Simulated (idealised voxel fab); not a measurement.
This is a process module. Its name is voxel trench capacitor.
Xsec cut, 295 nm wide, square cell size 5 nm.
Notation: cross-section as square-cell grid; stated in bands, top first, going down; one or more cell rows per band. Top height, bottom height, nm. Materials left to right, width each, nm. Single material + "full width" = fills band edge to edge. "empty" = empty. Where do heights start? At 0: under that level the wafer as delivered is made of one material only. And the lowest band has no floor; it just carries on downward, as in "0 down". When a width is written as two numbers, as in "30->40", the first number is the width in the top row of cells of the band and the second is the width in its bottom row, and the width changes by the same amount from each row to the next. "nothing was modified" after a step means that no cell of the cross-section changed. "Enclosed void catalog" enumerates empty spaces isolated from the top, with no open way to it, that contain at least 8 cells, giving each as width x height at distance from the left edge, all three in nm. Note: text after step settings on the step line = simulator remark on that step. overlay nm: step with mask; distance mask lay right of planned place; negative value = left of planned place.

**Steps in the process plan**
1) op RECEIVE | material Si
2) op CONFORMAL_DEP | material SiN | thk nm 10
3) op DIRECTIONAL_DEP | material aC | thk nm 10
4) op PATTERN | tone open | mask id TRENCH | material resist | width nm 25 | pitch nm 45 | thk nm 30 | overlay nm 0
5) op DIRECTIONAL_ETCH | etch materials aC | depth nm 10
6) op STRIP | etch materials resist
7) op DIRECTIONAL_ETCH | etch materials SiN | depth nm 10
8) op DIRECTIONAL_ETCH | etch materials Si | depth nm 30
9) op STRIP | etch materials aC
10) op CONFORMAL_DEP | material Al2O3 | thk nm 5
11) op FILL_DEP | material polySi | thk nm 5
12) op CMP | height nm 10

**Wafer at receipt (post step 1), cross-section**
0 down = Si full width
Enclosed void catalog: none

**The module was run from the start shown above using the plan shown above, but one mistake was made doing it; the resulting wafer cross-section is below**
10 to 0 = SiN=65 / Al2O3=5 / polySi=15 / Al2O3=5 / SiN=20 / Al2O3=5 / polySi=15 / Al2O3=5 / SiN=20 / Al2O3=5 / polySi=15 / Al2O3=5 / SiN=20 / Al2O3=5 / polySi=15 / Al2O3=5 / SiN=70
0 to -15 = Si=65 / Al2O3=5 / polySi=15 / Al2O3=5 / Si=20 / Al2O3=5 / polySi=15 / Al2O3=5 / Si=20 / Al2O3=5 / polySi=15 / Al2O3=5 / Si=20 / Al2O3=5 / polySi=15 / Al2O3=5 / Si=70
-15 to -20 = Si=65 / Al2O3=25 / Si=20 / Al2O3=25 / Si=20 / Al2O3=25 / Si=20 / Al2O3=25 / Si=70
-20 down = Si full width
Enclosed void catalog: none
Want to know what went wrong? step 8, actual vs plan mismatch, actual run op DIRECTIONAL_ETCH | etch materials Si | depth nm 20
